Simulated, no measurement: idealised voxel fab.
process module | voxel self aligned vias
cross-section cut | 275 nm wide | cells 5 nm
A cross-section is a grid of square cells, given in bands from the top down. A band is one or more rows of cells.
Each band's line starts with the height of the band's top and of its bottom, in nm. Then come its materials from left to right, each with its width in nm. One material with "throughout" fills the band from edge to edge. "air" is empty space.
Height 0 is the level under which the wafer as received is all one material. The lowest band goes on downwards, as in "0 down".
A width such as "30 to 40" changes by the same amount from each row of cells to the next, from the band's top row to its bottom row.
"no change" after a step means that no cell of the cross-section changed.
closed voids: empty space of 8 cells or more with no open way to the top, each as width x height at its distance from the left edge, in nm
after a step's settings: what the simulator itself notes on the step
overlay nm, on a step with a mask: how far to the right of its planned place the mask lay; to the left if negative
plan
1 op RECEIVE | material Si
2 op CONFORMAL_DEP | material SiO2 | thk nm 10
3 op CONFORMAL_DEP | material SiCN | thk nm 5
4 op DIRECTIONAL_DEP | material lowk | thk nm 20
5 op DIRECTIONAL_DEP | material aC | thk nm 15
6 op PATTERN | tone open | mask id LINES | material resist | width nm 25 | pitch nm 60 | thk nm 35 | overlay nm 0
7 op DIRECTIONAL_ETCH | etch materials aC | depth nm 15
8 op STRIP | etch materials resist
9 op DIRECTIONAL_ETCH | etch materials lowk | depth nm 20
10 op STRIP | etch materials aC
11 op CONFORMAL_DEP | material TiN | thk nm 5
12 op FILL_DEP | material W | thk nm 5
13 op CMP | height nm 35
14 op SELECTIVE_ETCH | etch materials W Ru TiN | depth nm 5
15 op FILL_DEP | material SiN | thk nm 10
16 op CMP | height nm 35
17 op DIRECTIONAL_DEP | material lowk | thk nm 20
18 op PATTERN | tone open | mask id VIAS | material resist | width nm 35 | pitch nm 120 | thk nm 20 | overlay nm 0
19 op DIRECTIONAL_ETCH | etch materials lowk | depth nm 20
20 op DIRECTIONAL_ETCH | etch materials SiN | depth nm 5
21 op STRIP | etch materials resist
22 op CONFORMAL_DEP | material TiN | thk nm 5
23 op FILL_DEP | material W | thk nm 10
24 op CMP | height nm 55
25 op CONFORMAL_DEP | material SiCN | thk nm 5
first wafer, as planned
as received, after step 1
  0 down: Si throughout
  closed voids: none
after step 2
  10 to 0: SiO2 throughout
  below 0: unchanged
after step 3
  15 to 10: SiCN throughout
  below 10: unchanged
after step 4
  35 to 15: lowk throughout
  below 15: unchanged
after step 5
  50 to 35: aC throughout
  below 35: unchanged
after step 6
  85 to 50: resist 65 | air 25 | resist 35 | air 25 | resist 35 | air 25 | resist 65
  below 50: unchanged
after step 7
  70 to 50: resist 65 | air 25 | resist 35 | air 25 | resist 35 | air 25 | resist 65
  50 to 35: aC 65 | air 25 | aC 35 | air 25 | aC 35 | air 25 | aC 65
  below 35: unchanged
after step 8
  50 to 35: aC 65 | air 25 | aC 35 | air 25 | aC 35 | air 25 | aC 65
  below 35: unchanged
after step 9
  50 to 35: aC 65 | air 25 | aC 35 | air 25 | aC 35 | air 25 | aC 65
  35 to 15: lowk 65 | air 25 | lowk 35 | air 25 | lowk 35 | air 25 | lowk 65
  below 15: unchanged
after step 10
  35 to 15: lowk 65 | air 25 | lowk 35 | air 25 | lowk 35 | air 25 | lowk 65
  below 15: unchanged
after step 11
  40 to 35: TiN 70 | air 15 | TiN 45 | air 15 | TiN 45 | air 15 | TiN 70
  35 to 20: lowk 65 | TiN 5 | air 15 | TiN 5 | lowk 35 | TiN 5 | air 15 | TiN 5 | lowk 35 | TiN 5 | air 15 | TiN 5 | lowk 65
  20 to 15: lowk 65 | TiN 25 | lowk 35 | TiN 25 | lowk 35 | TiN 25 | lowk 65
  below 15: unchanged
after step 12
  45 to 40: W throughout
  40 to 35: TiN 70 | W 15 | TiN 45 | W 15 | TiN 45 | W 15 | TiN 70
  35 to 20: lowk 65 | TiN 5 | W 15 | TiN 5 | lowk 35 | TiN 5 | W 15 | TiN 5 | lowk 35 | TiN 5 | W 15 | TiN 5 | lowk 65
  below 20: unchanged
after step 13
  35 to 20: lowk 65 | TiN 5 | W 15 | TiN 5 | lowk 35 | TiN 5 | W 15 | TiN 5 | lowk 35 | TiN 5 | W 15 | TiN 5 | lowk 65
  below 20: unchanged
after step 14
  35 to 30: lowk 65 | air 25 | lowk 35 | air 25 | lowk 35 | air 25 | lowk 65
  below 30: unchanged
after step 15
  45 to 35: SiN throughout
  35 to 30: lowk 65 | SiN 25 | lowk 35 | SiN 25 | lowk 35 | SiN 25 | lowk 65
  below 30: unchanged
after step 16
  35 to 30: lowk 65 | SiN 25 | lowk 35 | SiN 25 | lowk 35 | SiN 25 | lowk 65
  below 30: unchanged
after step 17
  55 to 35: lowk throughout
  below 35: unchanged
after step 18
  75 to 55: resist 60 | air 35 | resist 85 | air 35 | resist 60
  below 55: unchanged
after step 19
  75 to 55: resist 60 | air 35 | resist 85 | air 35 | resist 60
  55 to 35: lowk 60 | air 35 | lowk 85 | air 35 | lowk 60
  below 35: unchanged
after step 20
  75 to 55: resist 60 | air 35 | resist 85 | air 35 | resist 60
  55 to 35: lowk 60 | air 35 | lowk 85 | air 35 | lowk 60
  35 to 30: lowk 65 | air 25 | lowk 35 | SiN 25 | lowk 35 | air 25 | lowk 65
  below 30: unchanged
after step 21
  55 to 35: lowk 60 | air 35 | lowk 85 | air 35 | lowk 60
  below 35: unchanged
after step 22
  60 to 55: TiN 65 | air 25 | TiN 95 | air 25 | TiN 65
  55 to 40: lowk 60 | TiN 5 | air 25 | TiN 5 | lowk 85 | TiN 5 | air 25 | TiN 5 | lowk 60
  40 to 35: lowk 60 | TiN 10 | air 15 | TiN 10 | lowk 85 | TiN 10 | air 15 | TiN 10 | lowk 60
  35 to 30: lowk 65 | TiN 25 | lowk 35 | SiN 25 | lowk 35 | TiN 25 | lowk 65
  below 30: unchanged
after step 23
  70 to 60: W throughout
  60 to 55: TiN 65 | W 25 | TiN 95 | W 25 | TiN 65
  55 to 40: lowk 60 | TiN 5 | W 25 | TiN 5 | lowk 85 | TiN 5 | W 25 | TiN 5 | lowk 60
  40 to 35: lowk 60 | TiN 10 | W 15 | TiN 10 | lowk 85 | TiN 10 | W 15 | TiN 10 | lowk 60
  below 35: unchanged
after step 24
  55 to 40: lowk 60 | TiN 5 | W 25 | TiN 5 | lowk 85 | TiN 5 | W 25 | TiN 5 | lowk 60
  below 40: unchanged
after step 25
  60 to 55: SiCN throughout
  below 55: unchanged
second wafer: like start, like plan, one mistake. Through step 2 it matches the first wafer
when step 3 should have ended
  30 to 10: lowk throughout
  below 10: unchanged
when step 4 should have ended
  35 to 30: SiCN throughout
  below 30: unchanged
when step 5 should have ended
  50 to 35: aC throughout
  below 35: unchanged
when step 6 should have ended
  85 to 50: resist 65 | air 25 | resist 35 | air 25 | resist 35 | air 25 | resist 65
  below 50: unchanged
when step 7 should have ended
  70 to 50: resist 65 | air 25 | resist 35 | air 25 | resist 35 | air 25 | resist 65
  50 to 35: aC 65 | air 25 | aC 35 | air 25 | aC 35 | air 25 | aC 65
  below 35: unchanged
when step 8 should have ended
  50 to 35: aC 65 | air 25 | aC 35 | air 25 | aC 35 | air 25 | aC 65
  below 35: unchanged
when step 9 should have ended: no change
when step 10 should have ended
  35 to 30: SiCN throughout
  below 30: unchanged
when step 11 should have ended
  40 to 35: TiN throughout
  below 35: unchanged
when step 12 should have ended
  45 to 40: W throughout
  below 40: unchanged
when step 13 should have ended
  35 to 30: SiCN throughout
  below 30: unchanged
when step 14 should have ended: no change
when step 15 should have ended
  45 to 35: SiN throughout
  below 35: unchanged
when step 16 should have ended
  35 to 30: SiCN throughout
  below 30: unchanged
when step 17 should have ended
  55 to 35: lowk throughout
  below 35: unchanged
when step 18 should have ended
  75 to 55: resist 60 | air 35 | resist 85 | air 35 | resist 60
  below 55: unchanged
when step 19 should have ended
  75 to 55: resist 60 | air 35 | resist 85 | air 35 | resist 60
  55 to 35: lowk 60 | air 35 | lowk 85 | air 35 | lowk 60
  below 35: unchanged
when step 20 should have ended: no change
when step 21 should have ended
  55 to 35: lowk 60 | air 35 | lowk 85 | air 35 | lowk 60
  below 35: unchanged
when step 22 should have ended
  60 to 55: TiN 65 | air 25 | TiN 95 | air 25 | TiN 65
  55 to 40: lowk 60 | TiN 5 | air 25 | TiN 5 | lowk 85 | TiN 5 | air 25 | TiN 5 | lowk 60
  40 to 35: lowk 60 | TiN 35 | lowk 85 | TiN 35 | lowk 60
  below 35: unchanged
when step 23 should have ended
  70 to 60: W throughout
  60 to 55: TiN 65 | W 25 | TiN 95 | W 25 | TiN 65
  55 to 40: lowk 60 | TiN 5 | W 25 | TiN 5 | lowk 85 | TiN 5 | W 25 | TiN 5 | lowk 60
  below 40: unchanged
when step 24 should have ended
  55 to 40: lowk 60 | TiN 5 | W 25 | TiN 5 | lowk 85 | TiN 5 | W 25 | TiN 5 | lowk 60
  below 40: unchanged
when step 25 should have ended
  60 to 55: SiCN throughout
  below 55: unchanged
what went wrong: steps 3 and 4 were swapped
at the end the second wafer has, in cells: 5 fewer of SiN | 31 fewer of TiN | 24 fewer of W | 60 more of lowk
